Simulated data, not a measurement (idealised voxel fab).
process module | voxel ribs on slabs
cross-section cut | 275 nm wide | cells 5 nm
A cross-section is a grid of square cells, given in bands from the top down. A band is one or more rows of cells.
Each band's line starts with the height of the band's top and of its bottom, in nm. Then come its materials from left to right, each with its width in nm. One material with "throughout" fills the band from edge to edge. "air" is empty space.
Height 0 is the level under which the wafer as received is all one material. The lowest band goes on downwards, as in "0 down".
A width such as "30 to 40" changes by the same amount from each row of cells to the next, from the band's top row to its bottom row.
"no change" after a step means that no cell of the cross-section changed.
closed voids: empty space of 8 cells or more with no open way to the top, each as width x height at its distance from the left edge, in nm
after a step's settings: what the simulator itself notes on the step
overlay nm, on a step with a mask: how far to the right of its planned place the mask lay; to the left if negative
plan
1 op RECEIVE | material Si
2 op DIRECTIONAL_DEP | material SiO2 | thk nm 20
3 op DIRECTIONAL_DEP | material SiN | thk nm 20
4 op MASKED_ETCH | tone cover | mask id RIB | width nm 25 | etch materials SiN | depth nm 10 | overlay nm 0
5 op MASKED_ETCH | tone cover | mask id SLAB | width nm 55 | etch materials SiN | depth nm 10 | overlay nm 0
6 op FILL_DEP | material SiO2 | thk nm 25
7 op CMP | height nm 60
8 op DIRECTIONAL_DEP | material TiN | thk nm 5
9 op PATTERN | tone cover | mask id HEATER | material resist | width nm 35 | thk nm 20 | overlay nm 0
10 op DIRECTIONAL_ETCH | etch materials TiN | depth nm 5
11 op STRIP | etch materials resist
12 op CONFORMAL_DEP | material SiN | thk nm 10
first wafer, as planned
as received, after step 1
  0 down: Si throughout
  closed voids: none
after step 2
  20 to 0: SiO2 throughout
  below 0: unchanged
after step 3
  40 to 20: SiN throughout
  below 20: unchanged
after step 4
  40 to 30: air 125 | SiN 25 | air 125
  below 30: unchanged
after step 5
  40 to 30: air 125 | SiN 25 | air 125
  30 to 20: air 110 | SiN 55 | air 110
  below 20: unchanged
after step 6
  65 to 40: SiO2 throughout
  40 to 30: SiO2 125 | SiN 25 | SiO2 125
  30 to 20: SiO2 110 | SiN 55 | SiO2 110
  below 20: unchanged
after step 7
  60 to 40: SiO2 throughout
  below 40: unchanged
after step 8
  65 to 60: TiN throughout
  below 60: unchanged
after step 9
  85 to 65: air 120 | resist 35 | air 120
  below 65: unchanged
after step 10
  85 to 65: air 120 | resist 35 | air 120
  65 to 60: air 120 | TiN 35 | air 120
  below 60: unchanged
after step 11
  65 to 60: air 120 | TiN 35 | air 120
  below 60: unchanged
after step 12
  75 to 70: air 110 | SiN 55 | air 110
  70 to 65: SiN throughout
  65 to 60: SiN 120 | TiN 35 | SiN 120
  below 60: unchanged
second wafer: like start, like plan, one mistake. Through step 5 it matches the first wafer
when step 6 should have ended
  65 to 20: SiN throughout
  below 20: unchanged
when step 7 should have ended
  60 to 20: SiN throughout
  below 20: unchanged
when step 8 should have ended
  65 to 60: TiN throughout
  below 60: unchanged
when step 9 should have ended
  85 to 65: air 120 | resist 35 | air 120
  below 65: unchanged
when step 10 should have ended
  85 to 65: air 120 | resist 35 | air 120
  65 to 60: air 120 | TiN 35 | air 120
  below 60: unchanged
when step 11 should have ended
  65 to 60: air 120 | TiN 35 | air 120
  below 60: unchanged
when step 12 should have ended
  75 to 70: air 110 | SiN 55 | air 110
  70 to 65: SiN throughout
  65 to 60: SiN 120 | TiN 35 | SiN 120
  below 60: unchanged
what went wrong: step 6 ran as: op FILL_DEP | material SiN | thk nm 25
at the end the second wafer has, in cells: 408 more of SiN | 408 fewer of SiO2
